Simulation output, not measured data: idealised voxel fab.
process module | voxel self aligned contacts
cross-section cut | 235 nm wide | cells 5 nm
A cross-section is a grid of square cells, given in bands from the top down. A band is one or more rows of cells.
Each band's line starts with the height of the band's top and of its bottom, in nm. Then come its materials from left to right, each with its width in nm. One material with "throughout" fills the band from edge to edge. "air" is empty space.
Height 0 is the level under which the wafer as received is all one material. The lowest band goes on downwards, as in "0 down".
A width such as "30 to 40" changes by the same amount from each row of cells to the next, from the band's top row to its bottom row.
"no change" after a step means that no cell of the cross-section changed.
closed voids: empty space of 8 cells or more with no open way to the top, each as width x height at its distance from the left edge, in nm
after a step's settings: what the simulator itself notes on the step
overlay nm, on a step with a mask: how far to the right of its planned place the mask lay; to the left if negative
plan
1 op RECEIVE | material Si
2 op OXIDIZE | depth nm 5
3 op DIRECTIONAL_DEP | material polySi | thk nm 25
4 op DIRECTIONAL_DEP | material SiN | thk nm 15
5 op PATTERN | tone cover | mask id GATE | material resist | width nm 25 | pitch nm 50 | thk nm 20 | overlay nm 0
6 op DIRECTIONAL_ETCH | etch materials SiN | depth nm 15
7 op DIRECTIONAL_ETCH | etch materials polySi | depth nm 25
8 op STRIP | etch materials resist
9 op CONFORMAL_DEP | material SiN | thk nm 5
10 op DIRECTIONAL_ETCH | etch materials SiN | depth nm 5
11 op FILL_DEP | material SiO2 | thk nm 20
12 op CMP | height nm 50
13 op DIRECTIONAL_DEP | material aC | thk nm 10
14 op PATTERN | tone open | mask id CONTACT | material resist | width nm 35 | pitch nm 50 | thk nm 30 | overlay nm 0
15 op DIRECTIONAL_ETCH | etch materials aC | depth nm 10
16 op STRIP | etch materials resist
17 op DIRECTIONAL_ETCH | etch materials SiO2 | depth nm 55
18 op STRIP | etch materials aC
19 op CONFORMAL_DEP | material TiN | thk nm 5
20 op FILL_DEP | material Ru | thk nm 10
21 op CMP | height nm 50
22 op CONFORMAL_DEP | material SiCN | thk nm 5
as received, after step 1
  0 down: Si throughout
  closed voids: none
first wafer at the end, as planned
  55 to 50: SiCN throughout
  50 to 40: SiO2 75 | TiN 5 to 15 | Ru 25 to 5 | TiN 5 to 15 | SiO2 15 | TiN 5 to 15 | Ru 25 to 5 | TiN 5 to 15 | SiO2 75
  40 to 25: SiO2 50 | SiN 35 | TiN 5 | Ru 5 | TiN 5 | SiN 35 | TiN 5 | Ru 5 | TiN 5 | SiN 35 | SiO2 50
  25 to 0: SiO2 50 | SiN 5 | polySi 25 | SiN 5 | TiN 5 | Ru 5 | TiN 5 | SiN 5 | polySi 25 | SiN 5 | TiN 5 | Ru 5 | TiN 5 | SiN 5 | polySi 25 | SiN 5 | SiO2 50
  0 to -5: SiO2 85 | TiN 15 | SiO2 35 | TiN 15 | SiO2 85
  -5 down: Si throughout
  closed voids: none
second wafer at the end: like start, like plan, one mistake
  55 to 50: SiCN throughout
  50 to 40: SiO2 80 | TiN 5 to 10 | Ru 25 to 5 | TiN 5 to 20 | SiO2 15 | TiN 5 to 10 | Ru 25 to 5 | TiN 5 to 20 | SiO2 70
  40 to 25: SiO2 50 | SiN 35 | TiN 5 | Ru 5 | TiN 5 | SiN 35 | TiN 5 | Ru 5 | TiN 5 | SiN 35 | SiO2 50
  25 to 0: SiO2 50 | SiN 5 | polySi 25 | SiN 5 | TiN 5 | Ru 5 | TiN 5 | SiN 5 | polySi 25 | SiN 5 | TiN 5 | Ru 5 | TiN 5 | SiN 5 | polySi 25 | SiN 5 | SiO2 50
  0 to -5: SiO2 85 | TiN 15 | SiO2 35 | TiN 15 | SiO2 85
  -5 down: Si throughout
  closed voids: none
what went wrong: step 14 ran as: op PATTERN | tone open | mask id CONTACT | material resist | width nm 35 | pitch nm 50 | thk nm 30 | overlay nm 5
at the end the second wafer has, in cells: as many of each material as the first, in other places
